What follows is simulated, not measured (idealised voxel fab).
The following process module bears the name voxel capacitor over wiring.
FYI the section here is cut, 235 nm wide, cells are 5 nm squares.
Cross-section format: a grid of square cells, given as bands from top to bottom; each band is one or more rows of cells. This entry defines a band. It first specifies the height of the band's top and the height of its bottom in nm, and then specifies the band's materials from left to right, stating each material with its width in nm. The word "full width" identifies a single material that fills the band from edge to edge, while the word "empty" identifies empty space. Basically, 0 is our baseline, since under it the wafer straight out of the box is all one material. The bottom band has no lower end and keeps on going down, so it looks like "0..down". The two numbers in a width such as "30..40" mark its ends across the band: the first belongs to the top row of cells, the second to the bottom row, and from each row to the next the width moves by the same amount. Any step labelled "stayed the same" changed none of the cells in the cross-section. If an empty space has no open way to the top and is at least 8 cells in size, "Closed internal voids" lists it, written width x height at distance, where distance is measured from the left edge and every value is in nm. The remark found on a step's line after its settings is issued by the simulator itself and pertains to that step. overlay nm: how far to the right of its planned place the mask lay on this masked step (negative: to the left).
These are the steps we planned for the process:
1,RECEIVE, material Si
2,CONFORMAL_DEP, material SiO2, thk nm 10
3,DIRECTIONAL_DEP, material TiN, thk nm 5
4,DIRECTIONAL_DEP, material Ru, thk nm 25
5,DIRECTIONAL_DEP, material aC, thk nm 10
6,PATTERN, tone cover, mask id METAL_1, material resist, width nm 30, pitch nm 85, thk nm 30, overlay nm 0
7,DIRECTIONAL_ETCH, etch materials aC, depth nm 10
8,STRIP, etch materials resist
9,DIRECTIONAL_ETCH, etch materials Ru, depth nm 25
10,DIRECTIONAL_ETCH, etch materials TiN, depth nm 5
11,STRIP, etch materials aC
12,CONFORMAL_DEP, material SiCN, thk nm 5
13,FILL_DEP, material lowk, thk nm 5
14,CMP, height nm 40
15,CONFORMAL_DEP, material SiCN, thk nm 5
16,DIRECTIONAL_DEP, material SiO2, thk nm 10
17,MASKED_ETCH, tone open, mask id PLUG_1, width nm 15, etch materials SiO2, depth nm 10, overlay nm 0
18,MASKED_ETCH, tone open, mask id PLUG_1, width nm 15, etch materials SiCN, depth nm 5, overlay nm 0
19,EPI, material Ru, thk nm 10
20,EPI, material Ru, thk nm 5
21,DIRECTIONAL_DEP, material TiN, thk nm 10
22,DIRECTIONAL_DEP, material Al2O3, thk nm 5
23,DIRECTIONAL_DEP, material TiN, thk nm 5
24,DIRECTIONAL_DEP, material aC, thk nm 10
25,PATTERN, tone cover, mask id UPPER_PLATE, material resist, width nm 60, thk nm 30, overlay nm 0
26,DIRECTIONAL_ETCH, etch materials aC, depth nm 10
27,STRIP, etch materials resist
28,DIRECTIONAL_ETCH, etch materials TiN, depth nm 5
29,DIRECTIONAL_ETCH, etch materials Al2O3, depth nm 5
30,STRIP, etch materials aC
31,MASKED_ETCH, tone cover, mask id LOWER_PLATE, width nm 70, etch materials TiN, depth nm 10, overlay nm 0
32,FILL_DEP, material SiO2, thk nm 20
33,CMP, height nm 90
34,DIRECTIONAL_DEP, material aC, thk nm 15
35,PATTERN, tone open, mask id PLUG_2, material resist, width nm 15, thk nm 30, overlay nm 0
36,DIRECTIONAL_ETCH, etch materials aC, depth nm 15
37,STRIP, etch materials resist
38,DIRECTIONAL_ETCH, etch materials SiO2, depth nm 15
39,STRIP, etch materials aC
40,CONFORMAL_DEP, material TiN, thk nm 5
41,FILL_DEP, material W, thk nm 5
42,CMP, height nm 90
43,CONFORMAL_DEP, material SiCN, thk nm 5
Account of the first of two wafers, which was processed as intended:
Wafer as received: cross-section following step 1:
    0..down | Si full width
    Closed internal voids: none
Wafer xsec, post step 2:
    10..0 | SiO2 full width
    Note: structure below 0 unchanged.
Wafer xsec, post step 3:
    15..10 | TiN full width
    Note: structure below 10 unchanged.
Wafer xsec, post step 4:
    40..15 | Ru full width
    Note: structure below 15 unchanged.
Wafer xsec, post step 5:
    50..40 | aC full width
    Note: structure below 40 unchanged.
Wafer xsec, post step 6:
    80..50 | empty=60; resist=30; empty=55; resist=30; empty=60
    Note: structure below 50 unchanged.
Wafer xsec, post step 7:
    70..50 | empty=60; resist=30; empty=55; resist=30; empty=60
    50..40 | empty=60; aC=30; empty=55; aC=30; empty=60
    Note: structure below 40 unchanged.
Wafer xsec, post step 8:
    50..40 | empty=60; aC=30; empty=55; aC=30; empty=60
    Note: structure below 40 unchanged.
Wafer xsec, post step 9:
    50..40 | empty=60; aC=30; empty=55; aC=30; empty=60
    40..15 | empty=60; Ru=30; empty=55; Ru=30; empty=60
    Note: structure below 15 unchanged.
Wafer xsec, post step 10:
    50..40 | empty=60; aC=30; empty=55; aC=30; empty=60
    40..15 | empty=60; Ru=30; empty=55; Ru=30; empty=60
    15..10 | empty=60; TiN=30; empty=55; TiN=30; empty=60
    Note: structure below 10 unchanged.
Wafer xsec, post step 11:
    40..15 | empty=60; Ru=30; empty=55; Ru=30; empty=60
    Note: structure below 15 unchanged.
Wafer xsec, post step 12:
    45..40 | empty=55; SiCN=40; empty=45; SiCN=40; empty=55
    40..15 | empty=55; SiCN=5; Ru=30; SiCN=5; empty=45; SiCN=5; Ru=30; SiCN=5; empty=55
    15..10 | SiCN=60; TiN=30; SiCN=55; TiN=30; SiCN=60
    Note: structure below 10 unchanged.
Wafer xsec, post step 13:
    50..45 | lowk full width
    45..40 | lowk=55; SiCN=40; lowk=45; SiCN=40; lowk=55
    40..15 | lowk=55; SiCN=5; Ru=30; SiCN=5; lowk=45; SiCN=5; Ru=30; SiCN=5; lowk=55
    Note: structure below 15 unchanged.
Wafer xsec, post step 14:
    40..15 | lowk=55; SiCN=5; Ru=30; SiCN=5; lowk=45; SiCN=5; Ru=30; SiCN=5; lowk=55
    Note: structure below 15 unchanged.
Wafer xsec, post step 15:
    45..40 | SiCN full width
    Note: structure below 40 unchanged.
Wafer xsec, post step 16:
    55..45 | SiO2 full width
    Note: structure below 45 unchanged.
Wafer xsec, post step 17:
    55..45 | SiO2=75; empty=15; SiO2=145
    Note: structure below 45 unchanged.
Wafer xsec, post step 18:
    55..45 | SiO2=75; empty=15; SiO2=145
    45..40 | SiCN=75; empty=15; SiCN=145
    Note: structure below 40 unchanged.
Wafer xsec, post step 19:
    55..50 | SiO2=75; empty=15; SiO2=145
    50..45 | SiO2=75; Ru=15; SiO2=145
    45..40 | SiCN=75; Ru=15; SiCN=145
    Note: structure below 40 unchanged.
Wafer xsec, post step 20:
    55..45 | SiO2=75; Ru=15; SiO2=145
    Note: structure below 45 unchanged.
Wafer xsec, post step 21:
    65..55 | TiN full width
    Note: structure below 55 unchanged.
Wafer xsec, post step 22:
    70..65 | Al2O3 full width
    Note: structure below 65 unchanged.
Wafer xsec, post step 23:
    75..70 | TiN full width
    Note: structure below 70 unchanged.
Wafer xsec, post step 24:
    85..75 | aC full width
    Note: structure below 75 unchanged.
Wafer xsec, post step 25:
    115..85 | empty=75; resist=60; empty=100
    Note: structure below 85 unchanged.
Wafer xsec, post step 26:
    105..85 | empty=75; resist=60; empty=100
    85..75 | empty=75; aC=60; empty=100
    Note: structure below 75 unchanged.
Wafer xsec, post step 27:
    85..75 | empty=75; aC=60; empty=100
    Note: structure below 75 unchanged.
Wafer xsec, post step 28:
    85..75 | empty=75; aC=60; empty=100
    75..70 | empty=75; TiN=60; empty=100
    Note: structure below 70 unchanged.
Wafer xsec, post step 29:
    85..75 | empty=75; aC=60; empty=100
    75..70 | empty=75; TiN=60; empty=100
    70..65 | empty=75; Al2O3=60; empty=100
    Note: structure below 65 unchanged.
Wafer xsec, post step 30:
    75..70 | empty=75; TiN=60; empty=100
    Note: structure below 70 unchanged.
Wafer xsec, post step 31:
    75..70 | empty=75; TiN=60; empty=100
    70..65 | empty=75; Al2O3=60; empty=100
    65..55 | empty=70; TiN=70; empty=95
    Note: structure below 55 unchanged.
Wafer xsec, post step 32:
    95..75 | SiO2 full width
    75..70 | SiO2=75; TiN=60; SiO2=100
    70..65 | SiO2=75; Al2O3=60; SiO2=100
    65..55 | SiO2=70; TiN=70; SiO2=95
    Note: structure below 55 unchanged.
Wafer xsec, post step 33:
    90..75 | SiO2 full width
    Note: structure below 75 unchanged.
Wafer xsec, post step 34:
    105..90 | aC full width
    Note: structure below 90 unchanged.
Wafer xsec, post step 35:
    135..105 | resist=85; empty=15; resist=135
    Note: structure below 105 unchanged.
Wafer xsec, post step 36:
    120..105 | resist=85; empty=15; resist=135
    105..90 | aC=85; empty=15; aC=135
    Note: structure below 90 unchanged.
Wafer xsec, post step 37:
    105..90 | aC=85; empty=15; aC=135
    Note: structure below 90 unchanged.
Wafer xsec, post step 38:
    105..90 | aC=85; empty=15; aC=135
    90..75 | SiO2=85; empty=15; SiO2=135
    Note: structure below 75 unchanged.
Wafer xsec, post step 39:
    90..75 | SiO2=85; empty=15; SiO2=135
    Note: structure below 75 unchanged.
Wafer xsec, post step 40:
    95..90 | TiN=90; empty=5; TiN=140
    90..80 | SiO2=85; TiN=5; empty=5; TiN=5; SiO2=135
    80..70 | SiO2=85..75; TiN=15..60; SiO2=135..100
    Note: structure below 70 unchanged.
Wafer xsec, post step 41:
    100..95 | W full width
    95..90 | TiN=90; W=5; TiN=140
    90..80 | SiO2=85; TiN=5; W=5; TiN=5; SiO2=135
    Note: structure below 80 unchanged.
Wafer xsec, post step 42:
    90..80 | SiO2=85; TiN=5; W=5; TiN=5; SiO2=135
    Note: structure below 80 unchanged.
Wafer xsec, post step 43:
    95..90 | SiCN full width
    Note: structure below 90 unchanged.
Wafer two of two - same starting point, same process plan, one mistake in execution; matches wafer one up to and including step 13:
What the second wafer looks like in cross-section when step 14 should have wrapped up:
    35..15 | lowk=55; SiCN=5; Ru=30; SiCN=5; lowk=45; SiCN=5; Ru=30; SiCN=5; lowk=55
    Note: structure below 15 unchanged.
What the second wafer looks like in cross-section when step 15 should have wrapped up:
    40..35 | SiCN full width
    Note: structure below 35 unchanged.
What the second wafer looks like in cross-section when step 16 should have wrapped up:
    50..40 | SiO2 full width
    Note: structure below 40 unchanged.
What the second wafer looks like in cross-section when step 17 should have wrapped up:
    50..40 | SiO2=75; empty=15; SiO2=145
    Note: structure below 40 unchanged.
What the second wafer looks like in cross-section when step 18 should have wrapped up:
    50..40 | SiO2=75; empty=15; SiO2=145
    40..35 | SiCN=75; empty=15; SiCN=145
    Note: structure below 35 unchanged.
What the second wafer looks like in cross-section when step 19 should have wrapped up:
    50..45 | SiO2=75; empty=15; SiO2=145
    45..40 | SiO2=75; Ru=15; SiO2=145
    40..35 | SiCN=75; Ru=15; SiCN=145
    Note: structure below 35 unchanged.
What the second wafer looks like in cross-section when step 20 should have wrapped up:
    50..40 | SiO2=75; Ru=15; SiO2=145
    Note: structure below 40 unchanged.
What the second wafer looks like in cross-section when step 21 should have wrapped up:
    60..50 | TiN full width
    Note: structure below 50 unchanged.
What the second wafer looks like in cross-section when step 22 should have wrapped up:
    65..60 | Al2O3 full width
    Note: structure below 60 unchanged.
What the second wafer looks like in cross-section when step 23 should have wrapped up:
    70..65 | TiN full width
    Note: structure below 65 unchanged.
What the second wafer looks like in cross-section when step 24 should have wrapped up:
    80..70 | aC full width
    Note: structure below 70 unchanged.
What the second wafer looks like in cross-section when step 25 should have wrapped up:
    110..80 | empty=75; resist=60; empty=100
    Note: structure below 80 unchanged.
What the second wafer looks like in cross-section when step 26 should have wrapped up:
    100..80 | empty=75; resist=60; empty=100
    80..70 | empty=75; aC=60; empty=100
    Note: structure below 70 unchanged.
What the second wafer looks like in cross-section when step 27 should have wrapped up:
    80..70 | empty=75; aC=60; empty=100
    Note: structure below 70 unchanged.
What the second wafer looks like in cross-section when step 28 should have wrapped up:
    80..70 | empty=75; aC=60; empty=100
    70..65 | empty=75; TiN=60; empty=100
    Note: structure below 65 unchanged.
What the second wafer looks like in cross-section when step 29 should have wrapped up:
    80..70 | empty=75; aC=60; empty=100
    70..65 | empty=75; TiN=60; empty=100
    65..60 | empty=75; Al2O3=60; empty=100
    Note: structure below 60 unchanged.
What the second wafer looks like in cross-section when step 30 should have wrapped up:
    70..65 | empty=75; TiN=60; empty=100
    Note: structure below 65 unchanged.
What the second wafer looks like in cross-section when step 31 should have wrapped up:
    70..65 | empty=75; TiN=60; empty=100
    65..60 | empty=75; Al2O3=60; empty=100
    60..50 | empty=70; TiN=70; empty=95
    Note: structure below 50 unchanged.
What the second wafer looks like in cross-section when step 32 should have wrapped up:
    90..70 | SiO2 full width
    70..65 | SiO2=75; TiN=60; SiO2=100
    65..60 | SiO2=75; Al2O3=60; SiO2=100
    60..50 | SiO2=70; TiN=70; SiO2=95
    Note: structure below 50 unchanged.
What the second wafer looks like in cross-section when step 33 should have wrapped up: stayed the same
What the second wafer looks like in cross-section when step 34 should have wrapped up:
    105..90 | aC full width
    Note: structure below 90 unchanged.
What the second wafer looks like in cross-section when step 35 should have wrapped up:
    135..105 | resist=85; empty=15; resist=135
    Note: structure below 105 unchanged.
What the second wafer looks like in cross-section when step 36 should have wrapped up:
    120..105 | resist=85; empty=15; resist=135
    105..90 | aC=85; empty=15; aC=135
    Note: structure below 90 unchanged.
What the second wafer looks like in cross-section when step 37 should have wrapped up:
    105..90 | aC=85; empty=15; aC=135
    Note: structure below 90 unchanged.
What the second wafer looks like in cross-section when step 38 should have wrapped up:
    105..90 | aC=85; empty=15; aC=135
    90..75 | SiO2=85; empty=15; SiO2=135
    Note: structure below 75 unchanged.
What the second wafer looks like in cross-section when step 39 should have wrapped up:
    90..75 | SiO2=85; empty=15; SiO2=135
    Note: structure below 75 unchanged.
What the second wafer looks like in cross-section when step 40 should have wrapped up:
    95..90 | TiN=90; empty=5; TiN=140
    90..80 | SiO2=85; TiN=5; empty=5; TiN=5; SiO2=135
    80..75 | SiO2=85; TiN=15; SiO2=135
    Note: structure below 75 unchanged.
What the second wafer looks like in cross-section when step 41 should have wrapped up:
    100..95 | W full width
    95..90 | TiN=90; W=5; TiN=140
    90..80 | SiO2=85; TiN=5; W=5; TiN=5; SiO2=135
    Note: structure below 80 unchanged.
What the second wafer looks like in cross-section when step 42 should have wrapped up:
    90..80 | SiO2=85; TiN=5; W=5; TiN=5; SiO2=135
    Note: structure below 80 unchanged.
What the second wafer looks like in cross-section when step 43 should have wrapped up:
    95..90 | SiCN full width
    Note: structure below 90 unchanged.
Plan not followed: the process deviated at step 14: the operation and settings actually run there were CMP, height nm 35
Per the end-of-run cell counts, the second wafer holds more or fewer of some materials than the first: Ru: 12 fewer; SiCN: 4 fewer; SiO2: 47 more; lowk: 31 fewer
